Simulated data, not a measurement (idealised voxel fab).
Presented below is a process module, voxel released beams.
Xsec cut, 150 nm wide, square cell size 5 nm.
How to read a cross-section here: the picture is a grid of square cells, written as bands going from the top down, and any band can span one or more rows of cells. Each band's line starts with the height of the band's top and of its bottom, in nm. Then come its materials from left to right, each with its width in nm. One material with "edge to edge" fills the band from edge to edge. "blank" is empty space. Convention: height 0 is the level below which the wafer, as received, is all one material. The lowest band does not terminate at the bottom but continues downward, represented as "0 -> down". The notation "30..40" denotes a width that varies across the rows of cells in the band, beginning at the first number in the top row, finishing at the second number in the bottom row, and changing by an identical amount from each row to the next. "same as before", as given for a step, is the statement that not any cell of the cross-section underwent a change during that step. Basically, "Listed closed voids" tells you about the enclosed voids: empty spaces with no open way to the top, 8 cells or bigger, each written width x height at distance, where distance is from the left edge, all in nm. after a step's settings: what the simulator itself notes on the step. overlay nm: for a step with a mask, the amount by which the mask lay right of where it was planned; a negative amount means left of it.

-- List of planned process steps
1 RECEIVE,material Si
2 CONFORMAL_DEP,material Al2O3,thk nm 5
3 DIRECTIONAL_DEP,material SiO2,thk nm 20
4 DIRECTIONAL_DEP,material aC,thk nm 10
5 PATTERN,tone open,mask id ANCHOR,material resist,width nm 40,thk nm 30,overlay nm 0
6 DIRECTIONAL_ETCH,etch materials aC,depth nm 10
7 STRIP,etch materials resist
8 DIRECTIONAL_ETCH,etch materials SiO2,depth nm 20
9 STRIP,etch materials aC
10 CONFORMAL_DEP,material polySi,thk nm 15
11 PATTERN,tone cover,mask id BEAM,material resist,width nm 115,thk nm 15,overlay nm 0
12 DIRECTIONAL_ETCH,etch materials polySi,depth nm 15
13 STRIP,etch materials resist
14 STRIP,etch materials SiO2

-- First of two wafers: run as planned

-- Received-state cross-section, reflecting completion of step 1
> 0 -> down = Si edge to edge
> Listed closed voids: none

-- Presented here is a cross-section of the wafer after step 2 has been performed
> 5 -> 0 = Al2O3 edge to edge
> Everything under 0 stays put, no change at all.

-- Presented here is a cross-section of the wafer after step 3 has been performed
> 25 -> 5 = SiO2 edge to edge
> Everything under 5 stays put, no change at all.

-- Presented here is a cross-section of the wafer after step 4 has been performed
> 35 -> 25 = aC edge to edge
> Everything under 25 stays put, no change at all.

-- Presented here is a cross-section of the wafer after step 5 has been performed
> 65 -> 35 = resist 20; blank 40; resist 90
> Everything under 35 stays put, no change at all.

-- Presented here is a cross-section of the wafer after step 6 has been performed
> 55 -> 35 = resist 20; blank 40; resist 90
> 35 -> 25 = aC 20; blank 40; aC 90
> Everything under 25 stays put, no change at all.

-- Presented here is a cross-section of the wafer after step 7 has been performed
> 35 -> 25 = aC 20; blank 40; aC 90
> Everything under 25 stays put, no change at all.

-- Presented here is a cross-section of the wafer after step 8 has been performed
> 35 -> 25 = aC 20; blank 40; aC 90
> 25 -> 5 = SiO2 20; blank 40; SiO2 90
> Everything under 5 stays put, no change at all.

-- Presented here is a cross-section of the wafer after step 9 has been performed
> 25 -> 5 = SiO2 20; blank 40; SiO2 90
> Everything under 5 stays put, no change at all.

-- Presented here is a cross-section of the wafer after step 10 has been performed
> 40 -> 25 = polySi 35; blank 10; polySi 105
> 25 -> 20 = SiO2 20; polySi 15; blank 10; polySi 15; SiO2 90
> 20 -> 5 = SiO2 20; polySi 40; SiO2 90
> Everything under 5 stays put, no change at all.

-- Presented here is a cross-section of the wafer after step 11 has been performed
> 55 -> 40 = blank 15; resist 115; blank 20
> 40 -> 25 = polySi 35; resist 10; polySi 105
> 25 -> 20 = SiO2 20; polySi 15; resist 10; polySi 15; SiO2 90
> Everything under 20 stays put, no change at all.

-- Presented here is a cross-section of the wafer after step 12 has been performed
> 55 -> 40 = blank 15; resist 115; blank 20
> 40 -> 25 = blank 15; polySi 20; resist 10; polySi 85; blank 20
> Everything under 25 stays put, no change at all.

-- Presented here is a cross-section of the wafer after step 13 has been performed
> 40 -> 25 = blank 15; polySi 20; blank 10; polySi 85; blank 20
> 25 -> 20 = SiO2 20; polySi 15; blank 10; polySi 15; SiO2 90
> Everything under 20 stays put, no change at all.

-- Presented here is a cross-section of the wafer after step 14 has been performed
> 40 -> 25 = blank 15; polySi 20; blank 10; polySi 85; blank 20
> 25 -> 20 = blank 20; polySi 15; blank 10; polySi 15; blank 90
> 20 -> 5 = blank 20; polySi 40; blank 90
> Everything under 5 stays put, no change at all.

-- Wafer two of two - same starting point, same process plan, one mistake in execution; matches wafer one up to and including step 9

-- Second wafer at the planned finish of step 10, seen in cross-section
> 55 -> 25 = polySi edge to edge
> 25 -> 5 = SiO2 20; polySi 40; SiO2 90
> Everything under 5 stays put, no change at all.

-- Second wafer at the planned finish of step 11, seen in cross-section
> 70 -> 55 = blank 15; resist 115; blank 20
> Everything under 55 stays put, no change at all.

-- Second wafer at the planned finish of step 12, seen in cross-section
> 70 -> 55 = blank 15; resist 115; blank 20
> 55 -> 40 = blank 15; polySi 115; blank 20
> Everything under 40 stays put, no change at all.

-- Second wafer at the planned finish of step 13, seen in cross-section
> 55 -> 40 = blank 15; polySi 115; blank 20
> Everything under 40 stays put, no change at all.

Second wafer at the planned finish of step 14, seen in cross-section: same as before
Which mistake was made when the wafer was run? step 10 of the plan was carried out twice
Wafer comparison, final, in cells, second relative to first, materials more or fewer: SiO2 +88; polySi +98
